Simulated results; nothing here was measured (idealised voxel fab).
Name of the process module below: voxel wiring stack
Cross-sectional view cut (width: 260 nm; square cell size: 5 nm).
The cross-sections in this document take the form of a grid made of square cells. They are written out as bands, in order from top to bottom. Each band consists of one or more rows of cells.
The entry gives the band's vertical extent as a top height and a bottom height in nm, then its horizontal make-up as materials from left to right, each with a width in nm. "air" stands for empty space; a single material marked "all across" fills the band edge to edge.
It should be noted that heights are counted from 0, beneath which the wafer as supplied is of one material throughout, and that the lowest band possesses no lower boundary but continues downward, as written in "0 -> down".
The two numbers in a width such as "30 to 40" mark its ends across the band: the first belongs to the top row of cells, the second to the bottom row, and from each row to the next the width moves by the same amount.
Reading "no alteration" for a step: not a cell of the cross-section changed in it.
In the "Enclosed void list" entry, you get each enclosed empty space of 8 cells or more, one with no open way to the top, written width x height at distance, distance from the left edge, in nm.
Text after the settings on a step's line: the simulator's own remark on that step.
A step's line can hold "overlay nm"; with a mask on that step, the setting says how far right of the planned place the mask lay, while a negative setting says it lay to the left.

## Listed below are the process steps as planned
- 1: RECEIVE,material Si
- 2: CONFORMAL_DEP,material SiO2,thk nm 15
- 3: DIRECTIONAL_DEP,material TiN,thk nm 5
- 4: DIRECTIONAL_DEP,material Ru,thk nm 25
- 5: PATTERN,tone cover,mask id METAL_1,material resist,width nm 20,pitch nm 50,thk nm 20,overlay nm 0
- 6: DIRECTIONAL_ETCH,etch materials Ru,depth nm 25
- 7: DIRECTIONAL_ETCH,etch materials TiN,depth nm 5
- 8: STRIP,etch materials resist
- 9: FILL_DEP,material lowk,thk nm 10
- 10: CMP,height nm 45
- 11: CONFORMAL_DEP,material SiCN,thk nm 5
- 12: DIRECTIONAL_DEP,material lowk,thk nm 25
- 13: DIRECTIONAL_DEP,material aC,thk nm 15
- 14: PATTERN,tone open,mask id METAL_2_HOLES,material resist,width nm 15,thk nm 35,overlay nm 0
- 15: DIRECTIONAL_ETCH,etch materials aC,depth nm 15
- 16: STRIP,etch materials resist
- 17: DIRECTIONAL_ETCH,etch materials lowk,depth nm 25
- 18: STRIP,etch materials aC
- 19: PATTERN,tone open,mask id METAL_2,material resist,width nm 20,pitch nm 50,thk nm 15,overlay nm 0
- 20: DIRECTIONAL_ETCH,etch materials lowk,depth nm 15
- 21: DIRECTIONAL_ETCH,etch materials SiCN,depth nm 5
- 22: STRIP,etch materials resist
- 23: CONFORMAL_DEP,material TiN,thk nm 5
- 24: FILL_DEP,material Cu,thk nm 5
- 25: CMP,height nm 75
- 26: CONFORMAL_DEP,material SiCN,thk nm 5
- 27: DIRECTIONAL_DEP,material SiO2,thk nm 30
- 28: DIRECTIONAL_DEP,material aC,thk nm 15
- 29: PATTERN,tone open,mask id METAL_3_HOLES,material resist,width nm 15,thk nm 35,overlay nm 0
- 30: DIRECTIONAL_ETCH,etch materials aC,depth nm 15
- 31: STRIP,etch materials resist
- 32: DIRECTIONAL_ETCH,etch materials SiO2,depth nm 30
- 33: STRIP,etch materials aC
- 34: DIRECTIONAL_DEP,material aC,thk nm 10
- 35: PATTERN,tone open,mask id METAL_3,material resist,width nm 20,pitch nm 50,thk nm 30,overlay nm 0
- 36: DIRECTIONAL_ETCH,etch materials aC,depth nm 10
- 37: STRIP,etch materials resist
- 38: DIRECTIONAL_ETCH,etch materials SiO2,depth nm 15
- 39: DIRECTIONAL_ETCH,etch materials SiCN,depth nm 5
- 40: STRIP,etch materials aC
- 41: CONFORMAL_DEP,material TiN,thk nm 5
- 42: FILL_DEP,material Cu,thk nm 10
- 43: CMP,height nm 110
- 44: CONFORMAL_DEP,material SiCN,thk nm 5
- 45: DIRECTIONAL_DEP,material lowk,thk nm 15
- 46: MASKED_ETCH,tone open,mask id PLUG_3,width nm 15,etch materials lowk,depth nm 15,overlay nm 0
- 47: MASKED_ETCH,tone open,mask id PLUG_3,width nm 15,etch materials SiCN,depth nm 5,overlay nm 0
- 48: EPI,material Ru,thk nm 10
- 49: EPI,material Ru,thk nm 10
- 50: DIRECTIONAL_DEP,material TiN,thk nm 5
- 51: DIRECTIONAL_DEP,material Ru,thk nm 15
- 52: DIRECTIONAL_DEP,material aC,thk nm 15
- 53: PATTERN,tone cover,mask id METAL_4,material resist,width nm 20,pitch nm 50,thk nm 35,overlay nm 0
- 54: DIRECTIONAL_ETCH,etch materials aC,depth nm 15
- 55: STRIP,etch materials resist
- 56: DIRECTIONAL_ETCH,etch materials Ru,depth nm 15
- 57: DIRECTIONAL_ETCH,etch materials TiN,depth nm 5
- 58: STRIP,etch materials aC
- 59: FILL_DEP,material lowk,thk nm 5
- 60: CMP,height nm 150
- 61: CONFORMAL_DEP,material SiN,thk nm 5

## First out of two wafers; run went to plan

## Wafer as received: cross-section following step 1
- 0 -> down  Si all across
- Enclosed void list: none

## Presented here is a cross-section of the wafer after step 2 has been performed
- 15 -> 0  SiO2 all across
- Below 0 it's all the same as before, nothing changed down there.

## Presented here is a cross-section of the wafer after step 3 has been performed
- 20 -> 15  TiN all across
- Below 15 it's all the same as before, nothing changed down there.

## Presented here is a cross-section of the wafer after step 4 has been performed
- 45 -> 20  Ru all across
- Below 20 it's all the same as before, nothing changed down there.

## Presented here is a cross-section of the wafer after step 5 has been performed
- 65 -> 45  air (95); resist (20); air (30); resist (20); air (95)
- Below 45 it's all the same as before, nothing changed down there.

## Presented here is a cross-section of the wafer after step 6 has been performed
- 65 -> 45  air (95); resist (20); air (30); resist (20); air (95)
- 45 -> 20  air (95); Ru (20); air (30); Ru (20); air (95)
- Below 20 it's all the same as before, nothing changed down there.

## Presented here is a cross-section of the wafer after step 7 has been performed
- 65 -> 45  air (95); resist (20); air (30); resist (20); air (95)
- 45 -> 20  air (95); Ru (20); air (30); Ru (20); air (95)
- 20 -> 15  air (95); TiN (20); air (30); TiN (20); air (95)
- Below 15 it's all the same as before, nothing changed down there.

## Presented here is a cross-section of the wafer after step 8 has been performed
- 45 -> 20  air (95); Ru (20); air (30); Ru (20); air (95)
- Below 20 it's all the same as before, nothing changed down there.

## Presented here is a cross-section of the wafer after step 9 has been performed
- 55 -> 45  lowk all across
- 45 -> 20  lowk (95); Ru (20); lowk (30); Ru (20); lowk (95)
- 20 -> 15  lowk (95); TiN (20); lowk (30); TiN (20); lowk (95)
- Below 15 it's all the same as before, nothing changed down there.

## Presented here is a cross-section of the wafer after step 10 has been performed
- 45 -> 20  lowk (95); Ru (20); lowk (30); Ru (20); lowk (95)
- Below 20 it's all the same as before, nothing changed down there.

## Presented here is a cross-section of the wafer after step 11 has been performed
- 50 -> 45  SiCN all across
- Below 45 it's all the same as before, nothing changed down there.

## Presented here is a cross-section of the wafer after step 12 has been performed
- 75 -> 50  lowk all across
- Below 50 it's all the same as before, nothing changed down there.

## Presented here is a cross-section of the wafer after step 13 has been performed
- 90 -> 75  aC all across
- Below 75 it's all the same as before, nothing changed down there.

## Presented here is a cross-section of the wafer after step 14 has been performed
- 125 -> 90  resist (95); air (15); resist (150)
- Below 90 it's all the same as before, nothing changed down there.

## Presented here is a cross-section of the wafer after step 15 has been performed
- 110 -> 90  resist (95); air (15); resist (150)
- 90 -> 75  aC (95); air (15); aC (150)
- Below 75 it's all the same as before, nothing changed down there.

## Presented here is a cross-section of the wafer after step 16 has been performed
- 90 -> 75  aC (95); air (15); aC (150)
- Below 75 it's all the same as before, nothing changed down there.

## Presented here is a cross-section of the wafer after step 17 has been performed
- 90 -> 75  aC (95); air (15); aC (150)
- 75 -> 50  lowk (95); air (15); lowk (150)
- Below 50 it's all the same as before, nothing changed down there.

## Presented here is a cross-section of the wafer after step 18 has been performed
- 75 -> 50  lowk (95); air (15); lowk (150)
- Below 50 it's all the same as before, nothing changed down there.

## Presented here is a cross-section of the wafer after step 19 has been performed
- 90 -> 75  resist (95); air (20); resist (30); air (20); resist (95)
- Below 75 it's all the same as before, nothing changed down there.

## Presented here is a cross-section of the wafer after step 20 has been performed
- 90 -> 75  resist (95); air (20); resist (30); air (20); resist (95)
- 75 -> 60  lowk (95); air (20); lowk (30); air (20); lowk (95)
- Below 60 it's all the same as before, nothing changed down there.

## Presented here is a cross-section of the wafer after step 21 has been performed
- 90 -> 75  resist (95); air (20); resist (30); air (20); resist (95)
- 75 -> 60  lowk (95); air (20); lowk (30); air (20); lowk (95)
- 60 -> 50  lowk (95); air (15); lowk (150)
- 50 -> 45  SiCN (95); air (15); SiCN (150)
- Below 45 it's all the same as before, nothing changed down there.

## Presented here is a cross-section of the wafer after step 22 has been performed
- 75 -> 60  lowk (95); air (20); lowk (30); air (20); lowk (95)
- Below 60 it's all the same as before, nothing changed down there.

## Presented here is a cross-section of the wafer after step 23 has been performed
- 80 -> 75  TiN (100); air (10); TiN (40); air (10); TiN (100)
- 75 -> 65  lowk (95); TiN (5); air (10); TiN (5); lowk (30); TiN (5); air (10); TiN (5); lowk (95)
- 65 -> 60  lowk (95); TiN (5); air (5); TiN (10); lowk (30); TiN (20); lowk (95)
- 60 -> 50  lowk (95); TiN (5); air (5); TiN (5); lowk (150)
- 50 -> 45  SiCN (95); TiN (15); SiCN (150)
- Below 45 it's all the same as before, nothing changed down there.

## Presented here is a cross-section of the wafer after step 24 has been performed
- 85 -> 80  Cu all across
- 80 -> 75  TiN (100); Cu (10); TiN (40); Cu (10); TiN (100)
- 75 -> 65  lowk (95); TiN (5); Cu (10); TiN (5); lowk (30); TiN (5); Cu (10); TiN (5); lowk (95)
- 65 -> 60  lowk (95); TiN (5); Cu (5); TiN (10); lowk (30); TiN (20); lowk (95)
- 60 -> 50  lowk (95); TiN (5); Cu (5); TiN (5); lowk (150)
- Below 50 it's all the same as before, nothing changed down there.

## Presented here is a cross-section of the wafer after step 25 has been performed
- 75 -> 65  lowk (95); TiN (5); Cu (10); TiN (5); lowk (30); TiN (5); Cu (10); TiN (5); lowk (95)
- Below 65 it's all the same as before, nothing changed down there.

## Presented here is a cross-section of the wafer after step 26 has been performed
- 80 -> 75  SiCN all across
- Below 75 it's all the same as before, nothing changed down there.

## Presented here is a cross-section of the wafer after step 27 has been performed
- 110 -> 80  SiO2 all across
- Below 80 it's all the same as before, nothing changed down there.

## Presented here is a cross-section of the wafer after step 28 has been performed
- 125 -> 110  aC all across
- Below 110 it's all the same as before, nothing changed down there.

## Presented here is a cross-section of the wafer after step 29 has been performed
- 160 -> 125  resist (95); air (15); resist (150)
- Below 125 it's all the same as before, nothing changed down there.

## Presented here is a cross-section of the wafer after step 30 has been performed
- 145 -> 125  resist (95); air (15); resist (150)
- 125 -> 110  aC (95); air (15); aC (150)
- Below 110 it's all the same as before, nothing changed down there.

## Presented here is a cross-section of the wafer after step 31 has been performed
- 125 -> 110  aC (95); air (15); aC (150)
- Below 110 it's all the same as before, nothing changed down there.

## Presented here is a cross-section of the wafer after step 32 has been performed
- 125 -> 110  aC (95); air (15); aC (150)
- 110 -> 80  SiO2 (95); air (15); SiO2 (150)
- Below 80 it's all the same as before, nothing changed down there.

## Presented here is a cross-section of the wafer after step 33 has been performed
- 110 -> 80  SiO2 (95); air (15); SiO2 (150)
- Below 80 it's all the same as before, nothing changed down there.

## Presented here is a cross-section of the wafer after step 34 has been performed
- 120 -> 110  aC (95); air (15); aC (150)
- 110 -> 90  SiO2 (95); air (15); SiO2 (150)
- 90 -> 80  SiO2 (95); aC (15); SiO2 (150)
- Below 80 it's all the same as before, nothing changed down there.

## Presented here is a cross-section of the wafer after step 35 has been performed
- 150 -> 120  resist (95); air (20); resist (30); air (20); resist (95)
- Below 120 it's all the same as before, nothing changed down there.

## Presented here is a cross-section of the wafer after step 36 has been performed
- 140 -> 120  resist (95); air (20); resist (30); air (20); resist (95)
- 120 -> 110  aC (95); air (20); aC (30); air (20); aC (95)
- 110 -> 80  SiO2 (95); air (15); SiO2 (150)
- Below 80 it's all the same as before, nothing changed down there.

## Presented here is a cross-section of the wafer after step 37 has been performed
- 120 -> 110  aC (95); air (20); aC (30); air (20); aC (95)
- Below 110 it's all the same as before, nothing changed down there.

## Presented here is a cross-section of the wafer after step 38 has been performed
- 120 -> 110  aC (95); air (20); aC (30); air (20); aC (95)
- 110 -> 95  SiO2 (95); air (20); SiO2 (30); air (20); SiO2 (95)
- Below 95 it's all the same as before, nothing changed down there.

## Presented here is a cross-section of the wafer after step 39 has been performed
- 120 -> 110  aC (95); air (20); aC (30); air (20); aC (95)
- 110 -> 95  SiO2 (95); air (20); SiO2 (30); air (20); SiO2 (95)
- 95 -> 80  SiO2 (95); air (15); SiO2 (150)
- 80 -> 75  SiCN (95); air (15); SiCN (150)
- Below 75 it's all the same as before, nothing changed down there.

## Presented here is a cross-section of the wafer after step 40 has been performed
- 110 -> 95  SiO2 (95); air (20); SiO2 (30); air (20); SiO2 (95)
- Below 95 it's all the same as before, nothing changed down there.

## Presented here is a cross-section of the wafer after step 41 has been performed
- 115 -> 110  TiN (100); air (10); TiN (40); air (10); TiN (100)
- 110 -> 100  SiO2 (95); TiN (5); air (10); TiN (5); SiO2 (30); TiN (5); air (10); TiN (5); SiO2 (95)
- 100 -> 95  SiO2 (95); TiN (5); air (5); TiN (10); SiO2 (30); TiN (20); SiO2 (95)
- 95 -> 80  SiO2 (95); TiN (5); air (5); TiN (5); SiO2 (150)
- 80 -> 75  SiCN (95); TiN (15); SiCN (150)
- Below 75 it's all the same as before, nothing changed down there.

## Presented here is a cross-section of the wafer after step 42 has been performed
- 125 -> 115  Cu all across
- 115 -> 110  TiN (100); Cu (10); TiN (40); Cu (10); TiN (100)
- 110 -> 100  SiO2 (95); TiN (5); Cu (10); TiN (5); SiO2 (30); TiN (5); Cu (10); TiN (5); SiO2 (95)
- 100 -> 95  SiO2 (95); TiN (5); Cu (5); TiN (10); SiO2 (30); TiN (20); SiO2 (95)
- 95 -> 80  SiO2 (95); TiN (5); Cu (5); TiN (5); SiO2 (150)
- Below 80 it's all the same as before, nothing changed down there.

## Presented here is a cross-section of the wafer after step 43 has been performed
- 110 -> 100  SiO2 (95); TiN (5); Cu (10); TiN (5); SiO2 (30); TiN (5); Cu (10); TiN (5); SiO2 (95)
- Below 100 it's all the same as before, nothing changed down there.

## Presented here is a cross-section of the wafer after step 44 has been performed
- 115 -> 110  SiCN all across
- Below 110 it's all the same as before, nothing changed down there.

## Presented here is a cross-section of the wafer after step 45 has been performed
- 130 -> 115  lowk all across
- Below 115 it's all the same as before, nothing changed down there.

## Presented here is a cross-section of the wafer after step 46 has been performed
- 130 -> 115  lowk (95); air (15); lowk (150)
- Below 115 it's all the same as before, nothing changed down there.

## Presented here is a cross-section of the wafer after step 47 has been performed
- 130 -> 115  lowk (95); air (15); lowk (150)
- 115 -> 110  SiCN (95); air (15); SiCN (150)
- Below 110 it's all the same as before, nothing changed down there.

## Presented here is a cross-section of the wafer after step 48 has been performed
- 130 -> 120  lowk (95); air (15); lowk (150)
- 120 -> 115  lowk (95); Ru (15); lowk (150)
- 115 -> 110  SiCN (95); Ru (15); SiCN (150)
- Below 110 it's all the same as before, nothing changed down there.

## Presented here is a cross-section of the wafer after step 49 has been performed
- 130 -> 115  lowk (95); Ru (15); lowk (150)
- Below 115 it's all the same as before, nothing changed down there.

## Presented here is a cross-section of the wafer after step 50 has been performed
- 135 -> 130  TiN all across
- Below 130 it's all the same as before, nothing changed down there.

## Presented here is a cross-section of the wafer after step 51 has been performed
- 150 -> 135  Ru all across
- Below 135 it's all the same as before, nothing changed down there.

## Presented here is a cross-section of the wafer after step 52 has been performed
- 165 -> 150  aC all across
- Below 150 it's all the same as before, nothing changed down there.

## Presented here is a cross-section of the wafer after step 53 has been performed
- 200 -> 165  air (95); resist (20); air (30); resist (20); air (95)
- Below 165 it's all the same as before, nothing changed down there.

## Presented here is a cross-section of the wafer after step 54 has been performed
- 185 -> 165  air (95); resist (20); air (30); resist (20); air (95)
- 165 -> 150  air (95); aC (20); air (30); aC (20); air (95)
- Below 150 it's all the same as before, nothing changed down there.

## Presented here is a cross-section of the wafer after step 55 has been performed
- 165 -> 150  air (95); aC (20); air (30); aC (20); air (95)
- Below 150 it's all the same as before, nothing changed down there.

## Presented here is a cross-section of the wafer after step 56 has been performed
- 165 -> 150  air (95); aC (20); air (30); aC (20); air (95)
- 150 -> 135  air (95); Ru (20); air (30); Ru (20); air (95)
- Below 135 it's all the same as before, nothing changed down there.

## Presented here is a cross-section of the wafer after step 57 has been performed
- 165 -> 150  air (95); aC (20); air (30); aC (20); air (95)
- 150 -> 135  air (95); Ru (20); air (30); Ru (20); air (95)
- 135 -> 130  air (95); TiN (20); air (30); TiN (20); air (95)
- Below 130 it's all the same as before, nothing changed down there.

## Presented here is a cross-section of the wafer after step 58 has been performed
- 150 -> 135  air (95); Ru (20); air (30); Ru (20); air (95)
- Below 135 it's all the same as before, nothing changed down there.

## Presented here is a cross-section of the wafer after step 59 has been performed
- 155 -> 150  lowk all across
- 150 -> 135  lowk (95); Ru (20); lowk (30); Ru (20); lowk (95)
- 135 -> 130  lowk (95); TiN (20); lowk (30); TiN (20); lowk (95)
- Below 130 it's all the same as before, nothing changed down there.

## Presented here is a cross-section of the wafer after step 60 has been performed
- 150 -> 135  lowk (95); Ru (20); lowk (30); Ru (20); lowk (95)
- Below 135 it's all the same as before, nothing changed down there.

## Presented here is a cross-section of the wafer after step 61 has been performed
- 155 -> 150  SiN all across
- Below 150 it's all the same as before, nothing changed down there.

## Wafer two of two - same starting point, same process plan, one mistake in execution; matches wafer one up to and including step 19

## Second wafer, cut view, end of step 20 per plan
- 90 -> 75  resist (95); air (20); resist (30); air (20); resist (95)
- 75 -> 55  lowk (95); air (20); lowk (30); air (20); lowk (95)
- Below 55 it's all the same as before, nothing changed down there.

## Second wafer, cut view, end of step 21 per plan
- 90 -> 75  resist (95); air (20); resist (30); air (20); resist (95)
- 75 -> 55  lowk (95); air (20); lowk (30); air (20); lowk (95)
- 55 -> 50  lowk (95); air (15); lowk (150)
- 50 -> 45  SiCN (95); air (15); SiCN (150)
- Below 45 it's all the same as before, nothing changed down there.

## Second wafer, cut view, end of step 22 per plan
- 75 -> 55  lowk (95); air (20); lowk (30); air (20); lowk (95)
- Below 55 it's all the same as before, nothing changed down there.

## Second wafer, cut view, end of step 23 per plan
- 80 -> 75  TiN (100); air (10); TiN (40); air (10); TiN (100)
- 75 -> 60  lowk (95); TiN (5); air (10); TiN (5); lowk (30); TiN (5); air (10); TiN (5); lowk (95)
- 60 -> 55  lowk (95); TiN (5); air (5); TiN (10); lowk (30); TiN (20); lowk (95)
- 55 -> 50  lowk (95); TiN (5); air (5); TiN (5); lowk (150)
- 50 -> 45  SiCN (95); TiN (15); SiCN (150)
- Below 45 it's all the same as before, nothing changed down there.

## Second wafer, cut view, end of step 24 per plan
- 85 -> 80  Cu all across
- 80 -> 75  TiN (100); Cu (10); TiN (40); Cu (10); TiN (100)
- 75 -> 60  lowk (95); TiN (5); Cu (10); TiN (5); lowk (30); TiN (5); Cu (10); TiN (5); lowk (95)
- 60 -> 55  lowk (95); TiN (5); Cu (5); TiN (10); lowk (30); TiN (20); lowk (95)
- 55 -> 50  lowk (95); TiN (5); Cu (5); TiN (5); lowk (150)
- Below 50 it's all the same as before, nothing changed down there.

## Second wafer, cut view, end of step 25 per plan
- 75 -> 60  lowk (95); TiN (5); Cu (10); TiN (5); lowk (30); TiN (5); Cu (10); TiN (5); lowk (95)
- Below 60 it's all the same as before, nothing changed down there.

## Second wafer, cut view, end of step 26 per plan
- 80 -> 75  SiCN all across
- Below 75 it's all the same as before, nothing changed down there.

## Second wafer, cut view, end of step 27 per plan
- 110 -> 80  SiO2 all across
- Below 80 it's all the same as before, nothing changed down there.

## Second wafer, cut view, end of step 28 per plan
- 125 -> 110  aC all across
- Below 110 it's all the same as before, nothing changed down there.

## Second wafer, cut view, end of step 29 per plan
- 160 -> 125  resist (95); air (15); resist (150)
- Below 125 it's all the same as before, nothing changed down there.

## Second wafer, cut view, end of step 30 per plan
- 145 -> 125  resist (95); air (15); resist (150)
- 125 -> 110  aC (95); air (15); aC (150)
- Below 110 it's all the same as before, nothing changed down there.

## Second wafer, cut view, end of step 31 per plan
- 125 -> 110  aC (95); air (15); aC (150)
- Below 110 it's all the same as before, nothing changed down there.

## Second wafer, cut view, end of step 32 per plan
- 125 -> 110  aC (95); air (15); aC (150)
- 110 -> 80  SiO2 (95); air (15); SiO2 (150)
- Below 80 it's all the same as before, nothing changed down there.

## Second wafer, cut view, end of step 33 per plan
- 110 -> 80  SiO2 (95); air (15); SiO2 (150)
- Below 80 it's all the same as before, nothing changed down there.

## Second wafer, cut view, end of step 34 per plan
- 120 -> 110  aC (95); air (15); aC (150)
- 110 -> 90  SiO2 (95); air (15); SiO2 (150)
- 90 -> 80  SiO2 (95); aC (15); SiO2 (150)
- Below 80 it's all the same as before, nothing changed down there.

## Second wafer, cut view, end of step 35 per plan
- 150 -> 120  resist (95); air (20); resist (30); air (20); resist (95)
- Below 120 it's all the same as before, nothing changed down there.

## Second wafer, cut view, end of step 36 per plan
- 140 -> 120  resist (95); air (20); resist (30); air (20); resist (95)
- 120 -> 110  aC (95); air (20); aC (30); air (20); aC (95)
- 110 -> 80  SiO2 (95); air (15); SiO2 (150)
- Below 80 it's all the same as before, nothing changed down there.

## Second wafer, cut view, end of step 37 per plan
- 120 -> 110  aC (95); air (20); aC (30); air (20); aC (95)
- Below 110 it's all the same as before, nothing changed down there.

## Second wafer, cut view, end of step 38 per plan
- 120 -> 110  aC (95); air (20); aC (30); air (20); aC (95)
- 110 -> 95  SiO2 (95); air (20); SiO2 (30); air (20); SiO2 (95)
- Below 95 it's all the same as before, nothing changed down there.

## Second wafer, cut view, end of step 39 per plan
- 120 -> 110  aC (95); air (20); aC (30); air (20); aC (95)
- 110 -> 95  SiO2 (95); air (20); SiO2 (30); air (20); SiO2 (95)
- 95 -> 80  SiO2 (95); air (15); SiO2 (150)
- 80 -> 75  SiCN (95); air (15); SiCN (150)
- Below 75 it's all the same as before, nothing changed down there.

## Second wafer, cut view, end of step 40 per plan
- 110 -> 95  SiO2 (95); air (20); SiO2 (30); air (20); SiO2 (95)
- Below 95 it's all the same as before, nothing changed down there.

## Second wafer, cut view, end of step 41 per plan
- 115 -> 110  TiN (100); air (10); TiN (40); air (10); TiN (100)
- 110 -> 100  SiO2 (95); TiN (5); air (10); TiN (5); SiO2 (30); TiN (5); air (10); TiN (5); SiO2 (95)
- 100 -> 95  SiO2 (95); TiN (5); air (5); TiN (10); SiO2 (30); TiN (20); SiO2 (95)
- 95 -> 80  SiO2 (95); TiN (5); air (5); TiN (5); SiO2 (150)
- 80 -> 75  SiCN (95); TiN (15); SiCN (150)
- Below 75 it's all the same as before, nothing changed down there.

## Second wafer, cut view, end of step 42 per plan
- 125 -> 115  Cu all across
- 115 -> 110  TiN (100); Cu (10); TiN (40); Cu (10); TiN (100)
- 110 -> 100  SiO2 (95); TiN (5); Cu (10); TiN (5); SiO2 (30); TiN (5); Cu (10); TiN (5); SiO2 (95)
- 100 -> 95  SiO2 (95); TiN (5); Cu (5); TiN (10); SiO2 (30); TiN (20); SiO2 (95)
- 95 -> 80  SiO2 (95); TiN (5); Cu (5); TiN (5); SiO2 (150)
- Below 80 it's all the same as before, nothing changed down there.

## Second wafer, cut view, end of step 43 per plan
- 110 -> 100  SiO2 (95); TiN (5); Cu (10); TiN (5); SiO2 (30); TiN (5); Cu (10); TiN (5); SiO2 (95)
- Below 100 it's all the same as before, nothing changed down there.

## Second wafer, cut view, end of step 44 per plan
- 115 -> 110  SiCN all across
- Below 110 it's all the same as before, nothing changed down there.

## Second wafer, cut view, end of step 45 per plan
- 130 -> 115  lowk all across
- Below 115 it's all the same as before, nothing changed down there.

## Second wafer, cut view, end of step 46 per plan
- 130 -> 115  lowk (95); air (15); lowk (150)
- Below 115 it's all the same as before, nothing changed down there.

## Second wafer, cut view, end of step 47 per plan
- 130 -> 115  lowk (95); air (15); lowk (150)
- 115 -> 110  SiCN (95); air (15); SiCN (150)
- Below 110 it's all the same as before, nothing changed down there.

## Second wafer, cut view, end of step 48 per plan
- 130 -> 120  lowk (95); air (15); lowk (150)
- 120 -> 115  lowk (95); Ru (15); lowk (150)
- 115 -> 110  SiCN (95); Ru (15); SiCN (150)
- Below 110 it's all the same as before, nothing changed down there.

## Second wafer, cut view, end of step 49 per plan
- 130 -> 115  lowk (95); Ru (15); lowk (150)
- Below 115 it's all the same as before, nothing changed down there.

## Second wafer, cut view, end of step 50 per plan
- 135 -> 130  TiN all across
- Below 130 it's all the same as before, nothing changed down there.

## Second wafer, cut view, end of step 51 per plan
- 150 -> 135  Ru all across
- Below 135 it's all the same as before, nothing changed down there.

## Second wafer, cut view, end of step 52 per plan
- 165 -> 150  aC all across
- Below 150 it's all the same as before, nothing changed down there.

## Second wafer, cut view, end of step 53 per plan
- 200 -> 165  air (95); resist (20); air (30); resist (20); air (95)
- Below 165 it's all the same as before, nothing changed down there.

## Second wafer, cut view, end of step 54 per plan
- 185 -> 165  air (95); resist (20); air (30); resist (20); air (95)
- 165 -> 150  air (95); aC (20); air (30); aC (20); air (95)
- Below 150 it's all the same as before, nothing changed down there.

## Second wafer, cut view, end of step 55 per plan
- 165 -> 150  air (95); aC (20); air (30); aC (20); air (95)
- Below 150 it's all the same as before, nothing changed down there.

## Second wafer, cut view, end of step 56 per plan
- 165 -> 150  air (95); aC (20); air (30); aC (20); air (95)
- 150 -> 135  air (95); Ru (20); air (30); Ru (20); air (95)
- Below 135 it's all the same as before, nothing changed down there.

## Second wafer, cut view, end of step 57 per plan
- 165 -> 150  air (95); aC (20); air (30); aC (20); air (95)
- 150 -> 135  air (95); Ru (20); air (30); Ru (20); air (95)
- 135 -> 130  air (95); TiN (20); air (30); TiN (20); air (95)
- Below 130 it's all the same as before, nothing changed down there.

## Second wafer, cut view, end of step 58 per plan
- 150 -> 135  air (95); Ru (20); air (30); Ru (20); air (95)
- Below 135 it's all the same as before, nothing changed down there.

## Second wafer, cut view, end of step 59 per plan
- 155 -> 150  lowk all across
- 150 -> 135  lowk (95); Ru (20); lowk (30); Ru (20); lowk (95)
- 135 -> 130  lowk (95); TiN (20); lowk (30); TiN (20); lowk (95)
- Below 130 it's all the same as before, nothing changed down there.

## Second wafer, cut view, end of step 60 per plan
- 150 -> 135  lowk (95); Ru (20); lowk (30); Ru (20); lowk (95)
- Below 135 it's all the same as before, nothing changed down there.

## Second wafer, cut view, end of step 61 per plan
- 155 -> 150  SiN all across
- Below 150 it's all the same as before, nothing changed down there.
Deviation from plan: step 20 was run on a setting that differed from the plan, and what really ran there is DIRECTIONAL_ETCH,etch materials lowk,depth nm 20
Once processing is complete, comparing cell counts shows that the second wafer has more or fewer of certain materials than the first: 3 more of Cu, 2 more of TiN, 5 fewer of lowk
